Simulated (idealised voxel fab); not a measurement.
You're looking at the process module voxel wiring stack.
Each square cell in cross-section cut measures 5 nm, and the section as a whole is 210 nm wide.
Cross-section, as written here: a square-cell grid given band by band from the top down, where a band holds one or more rows of cells.
In this notation a band is specified by the heights of its top and bottom, in that order and in nm, after which its materials appear from left to right, each paired with its width in nm. The word "everywhere" attached to a single material means that material fills the band from edge to edge; the word "empty" stands for empty space.
Beneath 0, the wafer as received is one material, and that level is where height counting begins. The lowest band goes on downward without a bottom; it is written like "0 down".
The expression "30..40" gives the width at the extremes of the band, the first number at its top row of cells and the second at its bottom row, with the width changing by equal amounts from each row to the next in between.
For the purposes of this document, the phrase "identical to before" attached to a step denotes that no cell within the cross-section was modified by that step.
What "Trapped voids" gives you is every empty space of 8 cells or more that is cut off from the top. Each appears as width x height at distance, with the distance taken from the left edge and width, height and distance all in nm.
Step line, after settings: the simulator's comment on this step.
overlay nm: right-of-plan distance of the mask on a masked step; negative values mean left-of-plan.
### Planned process steps
step 1: RECEIVE,material Si
step 2: CONFORMAL_DEP,material SiO2,thk nm 10
step 3: CONFORMAL_DEP,material SiN,thk nm 5
step 4: DIRECTIONAL_DEP,material SiO2,thk nm 25
step 5: DIRECTIONAL_DEP,material aC,thk nm 10
step 6: PATTERN,tone open,mask id METAL_1,material resist,width nm 25,pitch nm 50,thk nm 30,overlay nm 0
step 7: DIRECTIONAL_ETCH,etch materials aC,depth nm 10
step 8: STRIP,etch materials resist
step 9: DIRECTIONAL_ETCH,etch materials SiO2,depth nm 25
step 10: DIRECTIONAL_ETCH,etch materials SiN,depth nm 5
step 11: STRIP,etch materials aC
step 12: CONFORMAL_DEP,material TiN,thk nm 5
step 13: FILL_DEP,material Cu,thk nm 5
step 14: CMP,height nm 40
step 15: CONFORMAL_DEP,material SiCN,thk nm 5
step 16: DIRECTIONAL_DEP,material SiO2,thk nm 25
step 17: MASKED_ETCH,tone open,mask id METAL_2_HOLES,width nm 15,pitch nm 50,etch materials SiO2,depth nm 25,overlay nm 0
step 18: MASKED_ETCH,tone open,mask id METAL_2,width nm 25,pitch nm 50,etch materials SiO2,depth nm 15,overlay nm 0
step 19: MASKED_ETCH,tone open,mask id METAL_2,width nm 25,pitch nm 50,etch materials SiCN,depth nm 5,overlay nm 0
step 20: CONFORMAL_DEP,material TiN,thk nm 5
step 21: FILL_DEP,material Cu,thk nm 10
step 22: CMP,height nm 70
step 23: CONFORMAL_DEP,material SiCN,thk nm 5
step 24: DIRECTIONAL_DEP,material lowk,thk nm 35
step 25: PATTERN,tone open,mask id METAL_3,material resist,width nm 25,pitch nm 50,thk nm 15,overlay nm 0
step 26: DIRECTIONAL_ETCH,etch materials lowk,depth nm 20
step 27: STRIP,etch materials resist
step 28: DIRECTIONAL_DEP,material aC,thk nm 15
step 29: PATTERN,tone open,mask id METAL_3_HOLES,material resist,width nm 15,pitch nm 50,thk nm 35,overlay nm 0
step 30: DIRECTIONAL_ETCH,etch materials aC,depth nm 15
step 31: STRIP,etch materials resist
step 32: DIRECTIONAL_ETCH,etch materials lowk,depth nm 15
step 33: DIRECTIONAL_ETCH,etch materials SiCN,depth nm 5
step 34: STRIP,etch materials aC
step 35: CONFORMAL_DEP,material TiN,thk nm 5
step 36: FILL_DEP,material Cu,thk nm 5
step 37: CMP,height nm 110
step 38: CONFORMAL_DEP,material SiN,thk nm 5
### Cross-section of the incoming wafer, state after step 1
  0 down  Si everywhere
  Trapped voids: none
### Same starting wafer, same plan as above, one mistake in the execution; this is the cross-section at the end of the module
  115 to 110  SiN everywhere
  110 to 95  15 nm lowk / 5 nm TiN / 15 nm Cu / 5 nm TiN / 25 nm lowk / 5 nm TiN / 15 nm Cu / 5 nm TiN / 25 nm lowk / 5 nm TiN / 15 nm Cu / 5 nm TiN / 25 nm lowk / 5 nm TiN / 15 nm Cu / 5 nm TiN / 20 nm lowk
  95 to 90  15 nm lowk / 5 nm TiN / 5 nm Cu / 15 nm TiN / 25 nm lowk / 5 nm TiN / 5 nm Cu / 15 nm TiN / 25 nm lowk / 5 nm TiN / 5 nm Cu / 15 nm TiN / 25 nm lowk / 5 nm TiN / 5 nm Cu / 15 nm TiN / 20 nm lowk
  90 to 75  15 nm lowk / 5 nm TiN / 5 nm Cu / 5 nm TiN / 35 nm lowk / 5 nm TiN / 5 nm Cu / 5 nm TiN / 35 nm lowk / 5 nm TiN / 5 nm Cu / 5 nm TiN / 35 nm lowk / 5 nm TiN / 5 nm Cu / 5 nm TiN / 30 nm lowk
  75 to 70  15 nm SiCN / 15 nm TiN / 35 nm SiCN / 15 nm TiN / 35 nm SiCN / 15 nm TiN / 35 nm SiCN / 15 nm TiN / 30 nm SiCN
  70 to 60  15 nm SiO2 / 5 nm TiN / 15 nm Cu / 5 nm TiN / 25 nm SiO2 / 5 nm TiN / 15 nm Cu / 5 nm TiN / 25 nm SiO2 / 5 nm TiN / 15 nm Cu / 5 nm TiN / 25 nm SiO2 / 5 nm TiN / 15 nm Cu / 5 nm TiN / 20 nm SiO2
  60 to 55  15 nm SiO2 / 5 nm TiN / 5 nm Cu / 15 nm TiN / 25 nm SiO2 / 5 nm TiN / 5 nm Cu / 15 nm TiN / 25 nm SiO2 / 5 nm TiN / 5 nm Cu / 15 nm TiN / 25 nm SiO2 / 5 nm TiN / 5 nm Cu / 15 nm TiN / 20 nm SiO2
  55 to 45  15 nm SiO2 / 5 nm TiN / 5 nm Cu / 5 nm TiN / 35 nm SiO2 / 5 nm TiN / 5 nm Cu / 5 nm TiN / 35 nm SiO2 / 5 nm TiN / 5 nm Cu / 5 nm TiN / 35 nm SiO2 / 5 nm TiN / 5 nm Cu / 5 nm TiN / 30 nm SiO2
  45 to 40  15 nm SiCN / 15 nm TiN / 35 nm SiCN / 15 nm TiN / 35 nm SiCN / 15 nm TiN / 35 nm SiCN / 15 nm TiN / 30 nm SiCN
  40 to 35  Cu everywhere
  35 to 30  20 nm TiN / 15 nm Cu / 35 nm TiN / 15 nm Cu / 35 nm TiN / 15 nm Cu / 35 nm TiN / 15 nm Cu / 25 nm TiN
  30 to 5  15 nm SiO2 / 5 nm TiN / 15 nm Cu / 5 nm TiN / 25 nm SiO2 / 5 nm TiN / 15 nm Cu / 5 nm TiN / 25 nm SiO2 / 5 nm TiN / 15 nm Cu / 5 nm TiN / 25 nm SiO2 / 5 nm TiN / 15 nm Cu / 5 nm TiN / 20 nm SiO2
  5 to 0  15 nm SiN / 25 nm TiN / 25 nm SiN / 25 nm TiN / 25 nm SiN / 25 nm TiN / 25 nm SiN / 25 nm TiN / 20 nm SiN
  0 down  Si everywhere
  Trapped voids: none
In executing the process, a mistake was made relative to the plan: plan step 2 never ran because it was skipped
